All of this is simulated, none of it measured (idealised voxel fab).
Module name: voxel released beams (process module)
For reference, the cross-section in this document is cut, with width 205 nm and square cells of 5 nm.
Throughout this document, each cross-section is represented as a grid of square cells and is presented as a sequence of bands enumerated from the top downward, where a band comprises one or more rows of cells.
Top height, bottom height, nm. Materials left to right, width each, nm. Single material + "edge to edge" = fills band edge to edge. "air" = empty.
Heights are reckoned from 0. Under this level, the received wafer is all of one material. The bottommost band is open-ended downward, for example "0 nm and below".
The width entry "30 to 40" should be interpreted row by row: the top row of cells in the band takes the first number, the bottom row takes the second number, and the change between adjacent rows is uniform throughout.
"nothing got changed" (step): cross-section cells unchanged, all of them.
Empty spaces without an open route to the top, at least 8 cells in extent, make up the entry "Closed void listing"; each is given as width x height at distance, where the distance is measured from the left edge, and all are in nm.
Note: text after step settings on the step line = simulator remark on that step.
You can add "overlay nm" to a step's line. For a step with a mask, it describes how far the mask lay to the right of its planned position, and a negative number describes a lay to the left.

[Process steps foreseen in the plan]
1) RECEIVE with material Si
2) CONFORMAL_DEP with material SiN, thk nm 10
3) DIRECTIONAL_DEP with material SiO2, thk nm 15
4) DIRECTIONAL_DEP with material aC, thk nm 10
5) PATTERN with tone open, mask id ANCHOR, material resist, width nm 25, thk nm 30, overlay nm 0
6) DIRECTIONAL_ETCH with etch materials aC, depth nm 10
7) STRIP with etch materials resist
8) DIRECTIONAL_ETCH with etch materials SiO2, depth nm 15
9) STRIP with etch materials aC
10) CONFORMAL_DEP with material W, thk nm 10
11) DIRECTIONAL_DEP with material aC, thk nm 15
12) PATTERN with tone cover, mask id BEAM, material resist, width nm 90, thk nm 35, overlay nm 0
13) DIRECTIONAL_ETCH with etch materials aC, depth nm 15
14) STRIP with etch materials resist
15) DIRECTIONAL_ETCH with etch materials W, depth nm 10
16) STRIP with etch materials aC
17) STRIP with etch materials SiO2

[Received-state cross-section, reflecting completion of step 1]
	0 nm and below  Si edge to edge
	Closed void listing: none

[Sectioned view, first of two wafers, at the close of the module, processed as intended in the plan]
	35 nm to 25 nm  air 55 nm / W 15 nm / air 5 nm / W 70 nm / air 60 nm
	25 nm to 20 nm  air 60 nm / W 10 nm / air 5 nm / W 10 nm / air 120 nm
	20 nm to 10 nm  air 60 nm / W 25 nm / air 120 nm
	10 nm to 0 nm  SiN edge to edge
	0 nm and below  Si edge to edge
	Closed void listing: none

[Same start, same plan as the first wafer - but one mistake in the run. Cross-section of the second of the two at the end of the module]
	35 nm to 25 nm  air 60 nm / W 10 nm / air 5 nm / W 65 nm / air 65 nm
	25 nm to 20 nm  air 60 nm / W 10 nm / air 5 nm / W 10 nm / air 120 nm
	20 nm to 10 nm  air 60 nm / W 25 nm / air 120 nm
	10 nm to 0 nm  SiN edge to edge
	0 nm and below  Si edge to edge
	Closed void listing: none
Short version of what went wrong: the process deviated at step 12: the operation and settings actually run there were PATTERN with tone cover, mask id BEAM, material resist, width nm 80, thk nm 35, overlay nm 0
Upon completion, the second wafer contains, in terms of cells, a greater or smaller amount of certain materials than the first wafer: W -4
